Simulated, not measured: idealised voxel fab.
Process module in this document: voxel local oxidation
In the cross-section labelled cut, the width is 295 nm and each square cell is 5 nm.
Cross-section, as written here: a square-cell grid given band by band from the top down, where a band holds one or more rows of cells.
For a band, the entry starts with two heights in nm, that of the top and then that of the bottom, and carries on with the band's materials in order from left to right, each alongside its width in nm; the word "edge to edge" beside a single material means it fills the band edge to edge, and "empty" means empty space.
Below 0: as-received wafer, all one material; heights counted from there. Lowest band: no bottom, goes on down, written "z 0 and below".
Read "30->40" as a graded width: first number on top, second number at the bottom, same change between each pair of neighbouring rows.
"nothing changed" (step): cross-section cells unchanged, all of them.
Entry "Enclosed void catalog" = empty spaces >= 8 cells with no open way to the top; each as width x height at distance, distance from left edge, all nm.
That trailing text on a step's line, after the settings, is the simulator's own remark on the step.
What "overlay nm" on a step's line means: if the step has a mask, that mask lay this far to the right of its planned place, or, when the value is negative, to the left.
## Process steps foreseen in the plan
1 RECEIVE | material Si
2 CONFORMAL_DEP | material SiO2 | thk nm 5
3 CONFORMAL_DEP | material SiN | thk nm 10
4 DIRECTIONAL_DEP | material aC | thk nm 15
5 PATTERN | tone cover | mask id ACTIVE | material resist | width nm 100 | pitch nm 130 | thk nm 35 | overlay nm 0
6 DIRECTIONAL_ETCH | etch materials aC | depth nm 15
7 STRIP | etch materials resist
8 DIRECTIONAL_ETCH | etch materials SiN | depth nm 10
9 STRIP | etch materials aC
10 SELECTIVE_ETCH | etch materials SiO2 | depth nm 5
11 OXIDIZE | depth nm 10
12 STRIP | etch materials SiN
## This is the cross-section of the wafer as we received it, i.e. after step 1
z 0 and below  Si edge to edge
Enclosed void catalog: none
## Here's the wafer cut in cross-section after the module, started and planned just like above, except one thing was done wrong in the run
z 5 to 0  40 empty | 85 SiO2 | 45 empty | 85 SiO2 | 40 empty
z 0 to -10  50 SiO2 | 65 Si | 65 SiO2 | 65 Si | 50 SiO2
z -10 and below  Si edge to edge
Enclosed void catalog: none
Misprocessing identified: step 5 ran differently from the plan; actual operation with settings: PATTERN | tone cover | mask id ACTIVE | material resist | width nm 95 | pitch nm 130 | thk nm 35 | overlay nm 0
